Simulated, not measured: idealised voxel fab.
process module | voxel self aligned vias
Shown is cross-section cut, with a width of 160 nm and square cells of size 5 nm.
Each cross-section below is a grid of square cells, stated as bands in top-down order, with one or more rows of cells making up each band. The band entry comprises the height of the band's top followed by the height of its bottom, expressed in nm, and subsequently the band's materials from left to right, each stated together with its width in nm. Where a single material is marked with the word "everywhere", that material fills the band from edge to edge. The word "blank" represents empty space. Height reference: 0 = level under which incoming wafer is all one material. Lowest band: no bottom, runs on downward, e.g. "top 0, no bottom". When a width is written as two numbers, as in "30..40", the first number is the width in the top row of cells of the band and the second is the width in its bottom row, and the width changes by the same amount from each row to the next. Given "identical to before" for a step, no cell of the cross-section differs between before and after that step. Look at "Voids, enclosed" for the closed voids: empty spaces with no open path to the top, sized 8 cells or up. Each is width x height at distance, distance from the left edge, all nm. On a step's line, text after the settings is the simulator commenting on that step. overlay nm: on a step with a mask, how far right of its planned place the mask lay; negative means left.
# Intended process steps
1) RECEIVE,material Si
2) CONFORMAL_DEP,material SiO2,thk nm 10
3) CONFORMAL_DEP,material SiCN,thk nm 5
4) DIRECTIONAL_DEP,material SiO2,thk nm 25
5) PATTERN,tone open,mask id LINES,material resist,width nm 30,pitch nm 70,thk nm 20,overlay nm 0
6) DIRECTIONAL_ETCH,etch materials SiO2,depth nm 25
7) STRIP,etch materials resist
8) CONFORMAL_DEP,material TiN,thk nm 5
9) FILL_DEP,material W,thk nm 10
10) CMP,height nm 40
11) SELECTIVE_ETCH,etch materials W Ru TiN,depth nm 10
12) FILL_DEP,material SiN,thk nm 5
13) CMP,height nm 40
14) DIRECTIONAL_DEP,material SiO2,thk nm 15
15) DIRECTIONAL_DEP,material aC,thk nm 10
16) PATTERN,tone open,mask id VIAS,material resist,width nm 40,thk nm 30,overlay nm 0
17) DIRECTIONAL_ETCH,etch materials aC,depth nm 10
18) STRIP,etch materials resist
19) DIRECTIONAL_ETCH,etch materials SiO2,depth nm 15
20) DIRECTIONAL_ETCH,etch materials SiN,depth nm 10
21) STRIP,etch materials aC
22) CONFORMAL_DEP,material TiN,thk nm 5
23) FILL_DEP,material Cu,thk nm 10
24) CMP,height nm 55
25) CONFORMAL_DEP,material SiCN,thk nm 5
# Wafer cross-section on receipt, i.e. after step 1
	top 0, no bottom: Si everywhere
	Voids, enclosed: none
# Sectioned view, first of two wafers, at the close of the module, processed as intended in the plan
	top 60, bottom 55: SiCN everywhere
	top 55, bottom 45: SiO2 25 nm  TiN 5 nm  Cu 30 nm  TiN 5 nm  SiO2 95 nm
	top 45, bottom 40: SiO2 25 nm  TiN 10 nm  Cu 20 nm  TiN 10 nm  SiO2 95 nm
	top 40, bottom 35: SiO2 30 nm  TiN 5 nm  Cu 20 nm  TiN 5 nm  SiO2 40 nm  SiN 30 nm  SiO2 30 nm
	top 35, bottom 30: SiO2 30 nm  TiN 30 nm  SiO2 40 nm  SiN 30 nm  SiO2 30 nm
	top 30, bottom 20: SiO2 30 nm  TiN 5 nm  W 20 nm  TiN 5 nm  SiO2 40 nm  TiN 5 nm  W 20 nm  TiN 5 nm  SiO2 30 nm
	top 20, bottom 15: SiO2 30 nm  TiN 30 nm  SiO2 40 nm  TiN 30 nm  SiO2 30 nm
	top 15, bottom 10: SiCN everywhere
	top 10, bottom 0: SiO2 everywhere
	top 0, no bottom: Si everywhere
	Voids, enclosed: none
# Cross-section, wafer two of two, end of module: same start and plan as wafer one, one error in execution
	top 60, bottom 55: SiCN everywhere
	top 55, bottom 40: SiO2 25 nm  TiN 5 nm  Cu 30 nm  TiN 5 nm  SiO2 95 nm
	top 40, bottom 35: SiO2 25 nm  TiN 5 nm  Cu 30 nm  TiN 5 nm  SiO2 35 nm  SiN 30 nm  SiO2 30 nm
	top 35, bottom 30: SiO2 25 nm  TiN 40 nm  SiO2 35 nm  SiN 30 nm  SiO2 30 nm
	top 30, bottom 20: SiO2 25..30 nm  TiN 10..5 nm  W 20 nm  TiN 10..5 nm  SiO2 35..40 nm  TiN 5 nm  W 20 nm  TiN 5 nm  SiO2 30 nm
	top 20, bottom 15: SiO2 30 nm  TiN 30 nm  SiO2 40 nm  TiN 30 nm  SiO2 30 nm
	top 15, bottom 10: SiCN everywhere
	top 10, bottom 0: SiO2 everywhere
	top 0, no bottom: Si everywhere
	Voids, enclosed: none
Short version of what went wrong: in the plan, step 19 was performed twice
The second wafer ends with more or fewer cells of some materials than the first, per final count: +4 Cu | -6 SiO2 | +2 TiN
